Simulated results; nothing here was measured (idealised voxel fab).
Documented hereafter: the process module known as voxel ribs on slabs.
Xsec cut, 270 nm wide, square cell size 5 nm.
Reading order for cross-sections: top band down to bottom band. Underlying form: a grid of square cells. Band size: one or more rows of cells.
Band: top and bottom heights (nm) first, top before bottom; then materials from left to right, widths in nm. "throughout" marks a sole material filling the band edge to edge. "empty" denotes empty space.
Where do heights start? At 0: under that level the wafer as delivered is made of one material only. And the lowest band has no floor; it just carries on downward, as in "z 0 and below".
It should be noted that a width expressed as "30->40" varies in equal increments from row to row of cells within the band, taking the value of the first number at the top row and that of the second number at the bottom row.
"remained unchanged" -> step changed no cross-section cell.
So "Closed-off voids" is basically the list of trapped voids: any empty space of 8 cells or more that can't reach the top through an opening. They're written width x height at distance, the distance being from the left edge, and it's all nm.
That trailing text on a step's line, after the settings, is the simulator's own remark on the step.
"overlay nm", when on a step's line for a step with a mask, measures how far to the right of its planned place the mask lay; a negative measure means to the left.

THIS SECTION LISTS THE PROCESS STEPS THAT WERE PLANNED
1. op RECEIVE | material Si
2. op DIRECTIONAL_DEP | material SiO2 | thk nm 30
3. op DIRECTIONAL_DEP | material polySi | thk nm 25
4. op MASKED_ETCH | tone cover | mask id RIB | width nm 20 | etch materials polySi | depth nm 20 | overlay nm 0
5. op PATTERN | tone cover | mask id SLAB | material resist | width nm 70 | thk nm 20 | overlay nm 0
6. op DIRECTIONAL_ETCH | etch materials polySi | depth nm 5
7. op STRIP | etch materials resist
8. op FILL_DEP | material SiO2 | thk nm 20
9. op CMP | height nm 65
10. op DIRECTIONAL_DEP | material TiN | thk nm 10
11. op DIRECTIONAL_DEP | material aC | thk nm 10
12. op PATTERN | tone cover | mask id HEATER | material resist | width nm 30 | thk nm 30 | overlay nm 0
13. op DIRECTIONAL_ETCH | etch materials aC | depth nm 10
14. op STRIP | etch materials resist
15. op DIRECTIONAL_ETCH | etch materials TiN | depth nm 10
16. op STRIP | etch materials aC
17. op CONFORMAL_DEP | material SiO2 | thk nm 10

THE CROSS-SECTION HERE SHOWS THE WAFER AS RECEIVED, I.E. IN ITS STATE AFTER STEP 1
  z 0 and below: Si throughout
  Closed-off voids: none

CROSS-SECTION, FIRST OF TWO WAFERS, END OF MODULE, RUN AS PLANNED
  z 85 to 75: 110 nm empty / 50 nm SiO2 / 110 nm empty
  z 75 to 65: 120 nm SiO2 / 30 nm TiN / 120 nm SiO2
  z 65 to 55: SiO2 throughout
  z 55 to 35: 125 nm SiO2 / 20 nm polySi / 125 nm SiO2
  z 35 to 30: 100 nm SiO2 / 70 nm polySi / 100 nm SiO2
  z 30 to 0: SiO2 throughout
  z 0 and below: Si throughout
  Closed-off voids: none

END OF MODULE, SECOND WAFER, CROSS-SECTION. STARTED LIKE THE FIRST, PLANNED LIKE THE FIRST, RUN WITH ONE MISTAKE
  z 85 to 75: 110 nm empty / 50 nm SiO2 / 110 nm empty
  z 75 to 65: 120 nm SiO2 / 30 nm TiN / 120 nm SiO2
  z 65 to 60: 100 nm SiO2 / 70 nm polySi / 100 nm SiO2
  z 60 to 0: SiO2 throughout
  z 0 and below: Si throughout
  Closed-off voids: none
Run error: the plan's step 2 ran twice
End check, counted in cells, second wafer has more or fewer of these materials than the first: SiO2: 16 more | polySi: 16 fewer
